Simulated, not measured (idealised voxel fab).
The following is a process module called voxel self aligned contacts.
Square cell edge 5 nm, section width 245 nm, ID cut.
A cross-section in this document is a grid of square cells, and it is written down as bands, the top band listed before the ones below it; a band is made up of one or more rows of cells.
This entry defines a band. It first specifies the height of the band's top and the height of its bottom in nm, and then specifies the band's materials from left to right, stating each material with its width in nm. The word "everywhere" identifies a single material that fills the band from edge to edge, while the word "air" identifies empty space.
A quick word on heights: they are counted from 0, and under that level the wafer as it came to us is one material throughout. The lowest band is different from the rest in having no bottom; it simply continues downward, written as in "z 0 and below".
Width spec "30->40" -> top row of cells at first value, bottom row at second value, equal per-row change in between.
Take "nothing changed" at face value: in the step it is given for, the cross-section changed in none of its cells.
"Enclosed void listing" - sealed voids, min. 8 cells, no opening to top; format: width x height at distance (distance from left edge; nm throughout).
Step line, after settings: the simulator's comment on this step.
If you see "overlay nm" on a step's line and that step has a mask, it's telling you how far right of where it was planned the mask ended up; a negative number means it went left instead.
**These are the steps we planned for the process**
1) RECEIVE: material Si
2) CONFORMAL_DEP: material SiO2, thk nm 5
3) DIRECTIONAL_DEP: material polySi, thk nm 20
4) DIRECTIONAL_DEP: material SiN, thk nm 20
5) DIRECTIONAL_DEP: material aC, thk nm 10
6) PATTERN: tone cover, mask id GATE, material resist, width nm 25, pitch nm 55, thk nm 25, overlay nm 0
7) DIRECTIONAL_ETCH: etch materials aC, depth nm 10
8) STRIP: etch materials resist
9) DIRECTIONAL_ETCH: etch materials SiN, depth nm 20
10) DIRECTIONAL_ETCH: etch materials polySi, depth nm 20
11) STRIP: etch materials aC
12) CONFORMAL_DEP: material SiN, thk nm 5
13) DIRECTIONAL_ETCH: etch materials SiN, depth nm 5
14) FILL_DEP: material SiO2, thk nm 15
15) CMP: height nm 55
16) MASKED_ETCH: tone open, mask id CONTACT, width nm 40, pitch nm 55, etch materials SiO2, depth nm 55, overlay nm 0
17) CONFORMAL_DEP: material TiN, thk nm 5
18) FILL_DEP: material Ru, thk nm 5
19) CMP: height nm 55
20) CONFORMAL_DEP: material SiCN, thk nm 5
**As-received state of the wafer in cross-section, equivalent to post-step 1**
  z 0 and below | Si everywhere
  Enclosed void listing: none
**The first of two wafers, cross-sectioned at the end of the module, with the run proceeding as planned**
  z 60 to 55 | SiCN everywhere
  z 55 to 45 | SiO2 75 / TiN 5->15 / Ru 30->10 / TiN 5->15 / SiO2 15 / TiN 5->15 / Ru 30->10 / TiN 5->15 / SiO2 75
  z 45 to 25 | SiO2 50 / SiN 35 / TiN 5 / Ru 10 / TiN 5 / SiN 35 / TiN 5 / Ru 10 / TiN 5 / SiN 35 / SiO2 50
  z 25 to 5 | SiO2 50 / SiN 5 / polySi 25 / SiN 5 / TiN 5 / Ru 10 / TiN 5 / SiN 5 / polySi 25 / SiN 5 / TiN 5 / Ru 10 / TiN 5 / SiN 5 / polySi 25 / SiN 5 / SiO2 50
  z 5 to 0 | SiO2 85 / TiN 20 / SiO2 35 / TiN 20 / SiO2 85
  z 0 and below | Si everywhere
  Enclosed void listing: none
**Module end: cross-section of wafer two of two. Same start and process plan as the first wafer. One mistake during execution**
  z 60 to 45 | SiCN everywhere
  z 45 to 25 | SiCN 50 / SiN 35 / SiCN 20 / SiN 35 / SiCN 20 / SiN 35 / SiCN 50
  z 25 to 5 | SiCN 50 / SiN 5 / polySi 25 / SiN 5 / SiCN 20 / SiN 5 / polySi 25 / SiN 5 / SiCN 20 / SiN 5 / polySi 25 / SiN 5 / SiCN 50
  z 5 to 0 | SiO2 everywhere
  z 0 and below | Si everywhere
  Enclosed void listing: none
Heads up, the wafer didn't run the way we planned it: step 14, actual vs plan mismatch, actual run FILL_DEP: material SiCN, thk nm 15
Per the end-of-run cell counts, the second wafer holds more or fewer of some materials than the first: -48 Ru, +322 SiCN, -218 SiO2, -56 TiN
